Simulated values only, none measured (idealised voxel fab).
process module | voxel plated lines
The cross-section shown here is cut; it is 230 nm wide and divided into square cells measuring 5 nm on a side.
Reading order for cross-sections: top band down to bottom band. Underlying form: a grid of square cells. Band size: one or more rows of cells.
A band entry consists of two parts. The first gives the height of the band's top and the height of its bottom, in nm. The rest lists the band's materials from left to right, each with its width in nm. A single material labelled with the word "all across" fills the band from edge to edge, and the word "blank" marks empty space.
Heights from 0 (as-received wafer is one material below). Bottom band endless downward, as "0 and below".
Width "30..40": first value at the band's top row of cells, second value at its bottom row, equal change from row to row.
When a step is marked "remains unaltered", none of the cells in the cross-section changed during that step.
Empty spaces without an open route to the top, at least 8 cells in extent, make up the entry "Voids, enclosed"; each is given as width x height at distance, where the distance is measured from the left edge, and all are in nm.
after a step's settings: what the simulator itself notes on the step
overlay nm: how far to the right of its planned place the mask lay on this masked step (negative: to the left).
THE STEPS PLANNED FOR THE PROCESS ARE AS FOLLOWS
1: RECEIVE, material Si
2: CONFORMAL_DEP, material Al2O3, thk nm 5
3: DIRECTIONAL_DEP, material TiN, thk nm 5
4: PATTERN, tone open, mask id LINES, material resist, width nm 20, pitch nm 45, thk nm 35, overlay nm 0
5: EPI, material Ru, thk nm 10
6: EPI, material Ru, thk nm 5
7: EPI, material Ru, thk nm 5
8: STRIP, etch materials resist
9: DIRECTIONAL_ETCH, etch materials TiN, depth nm 5
10: CONFORMAL_DEP, material SiO2, thk nm 5
AS RECEIVED (POST STEP 1): CROSS-SECTION
> 0 and below  Si all across
> Voids, enclosed: none
FIRST OF TWO WAFERS, END-OF-MODULE SECTION, RUN FOLLOWED PLAN
> 35 down to 30  blank (30); SiO2 (30); blank (15); SiO2 (30); blank (15); SiO2 (30); blank (15); SiO2 (30); blank (35)
> 30 down to 10  blank (30); SiO2 (5); Ru (20); SiO2 (5); blank (15); SiO2 (5); Ru (20); SiO2 (5); blank (15); SiO2 (5); Ru (20); SiO2 (5); blank (15); SiO2 (5); Ru (20); SiO2 (5); blank (35)
> 10 down to 5  SiO2 (35); TiN (20); SiO2 (25); TiN (20); SiO2 (25); TiN (20); SiO2 (25); TiN (20); SiO2 (40)
> 5 down to 0  Al2O3 all across
> 0 and below  Si all across
> Voids, enclosed: none
SECOND OF TWO WAFERS, MODULE COMPLETE, SECTIONED: IT SHARES THE FIRST WAFER'S START AND PLAN BUT WAS RUN WITH ONE MISTAKE
> 45 down to 40  blank (30); SiO2 (30); blank (15); SiO2 (30); blank (15); SiO2 (30); blank (15); SiO2 (30); blank (35)
> 40 down to 10  blank (30); SiO2 (5); Ru (20); SiO2 (5); blank (15); SiO2 (5); Ru (20); SiO2 (5); blank (15); SiO2 (5); Ru (20); SiO2 (5); blank (15); SiO2 (5); Ru (20); SiO2 (5); blank (35)
> 10 down to 5  SiO2 (35); TiN (20); SiO2 (25); TiN (20); SiO2 (25); TiN (20); SiO2 (25); TiN (20); SiO2 (40)
> 5 down to 0  Al2O3 all across
> 0 and below  Si all across
> Voids, enclosed: none
In executing the process, a mistake was made relative to the plan: twice, step 5 of the plan was run
Cell-count delta at end, second wafer over first, by material: Ru +32; SiO2 +16
